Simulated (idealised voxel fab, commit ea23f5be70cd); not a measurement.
The following process module bears the name voxel capacitor over wiring.
Section shown: cut. Width: 245 nm. Cell size: 5 nm, square.
In this document a cross-section is written as a grid of square cells. It is given as a series of bands, listed from the top down, and a band is one or more rows of cells. The entry gives the band's vertical extent as a top height and a bottom height in nm, then its horizontal make-up as materials from left to right, each with a width in nm. "blank" stands for empty space; a single material marked "all across" fills the band edge to edge. Where do heights start? At 0: under that level the wafer as delivered is made of one material only. And the lowest band has no floor; it just carries on downward, as in "z 0 and below". The expression "30..40" gives the width at the extremes of the band, the first number at its top row of cells and the second at its bottom row, with the width changing by equal amounts from each row to the next in between. Step marked "no modifications"? Then no cell in the cross-section changed in it. "Fully closed voids" enumerates empty spaces isolated from the top, with no open way to it, that contain at least 8 cells, giving each as width x height at distance from the left edge, all three in nm. If you see something after the settings on a step's line, that's the simulator's own remark about that step. The "overlay nm" setting may appear on a step's line; for a step that uses a mask, it gives how far to the right of its planned position the mask lay, and a negative value indicates the left.
# The steps planned for the process are as follows
1. op RECEIVE | material Si
2. op CONFORMAL_DEP | material SiO2 | thk nm 15
3. op DIRECTIONAL_DEP | material TiN | thk nm 5
4. op DIRECTIONAL_DEP | material Ru | thk nm 15
5. op DIRECTIONAL_DEP | material aC | thk nm 10
6. op PATTERN | tone cover | mask id METAL_1 | material resist | width nm 25 | pitch nm 85 | thk nm 30 | overlay nm 0
7. op DIRECTIONAL_ETCH | etch materials aC | depth nm 10
8. op STRIP | etch materials resist
9. op DIRECTIONAL_ETCH | etch materials Ru | depth nm 15
10. op DIRECTIONAL_ETCH | etch materials TiN | depth nm 5
11. op STRIP | etch materials aC
12. op FILL_DEP | material SiO2 | thk nm 5
13. op CMP | height nm 35
14. op CONFORMAL_DEP | material SiCN | thk nm 5
15. op DIRECTIONAL_DEP | material SiO2 | thk nm 20
16. op PATTERN | tone open | mask id PLUG_1 | material resist | width nm 15 | thk nm 20 | overlay nm 0
17. op DIRECTIONAL_ETCH | etch materials SiO2 | depth nm 20
18. op DIRECTIONAL_ETCH | etch materials SiCN | depth nm 5
19. op STRIP | etch materials resist
20. op CONFORMAL_DEP | material TiN | thk nm 5
21. op FILL_DEP | material Ru | thk nm 5
22. op CMP | height nm 60
23. op DIRECTIONAL_DEP | material TiN | thk nm 5
24. op DIRECTIONAL_DEP | material SiN | thk nm 5
25. op DIRECTIONAL_DEP | material TiN | thk nm 5
26. op PATTERN | tone cover | mask id UPPER_PLATE | material resist | width nm 65 | thk nm 15 | overlay nm 0
27. op DIRECTIONAL_ETCH | etch materials TiN | depth nm 5
28. op DIRECTIONAL_ETCH | etch materials SiN | depth nm 5
29. op STRIP | etch materials resist
30. op MASKED_ETCH | tone cover | mask id LOWER_PLATE | width nm 75 | etch materials TiN | depth nm 5 | overlay nm 0
31. op FILL_DEP | material SiO2 | thk nm 20
32. op CMP | height nm 90
33. op MASKED_ETCH | tone open | mask id PLUG_2 | width nm 15 | etch materials SiO2 | depth nm 15 | overlay nm 0
34. op CONFORMAL_DEP | material TiN | thk nm 5
35. op FILL_DEP | material Cu | thk nm 5
36. op CMP | height nm 90
37. op CONFORMAL_DEP | material SiN | thk nm 5
# Incoming wafer, cross-sectional view, post step 1
> z 0 and below  Si all across
> Fully closed voids: none
# Starting structure and process plan are as shown above, but one mistake was made in running the module; the wafer cross-section at the end of the module follows
> z 95 to 90  SiN all across
> z 90 to 80  SiO2 85  TiN 5  Cu 5  TiN 5  SiO2 145
> z 80 to 70  SiO2 85..75  TiN 15..65  SiO2 145..105
> z 70 to 65  SiO2 75  SiN 65  SiO2 105
> z 65 to 60  SiO2 70  TiN 75  SiO2 100
> z 60 to 40  SiO2 75  TiN 5  Ru 5  TiN 5  SiO2 155
> z 40 to 35  SiCN 75  TiN 15  SiCN 155
> z 35 to 30  SiO2 all across
> z 30 to 15  SiO2 65  Ru 25  SiO2 60  Ru 25  SiO2 70
> z 15 to 0  SiO2 all across
> z 0 and below  Si all across
> Fully closed voids: none
What broke from the plan during processing? not run: step 3 of the plan (skipped)
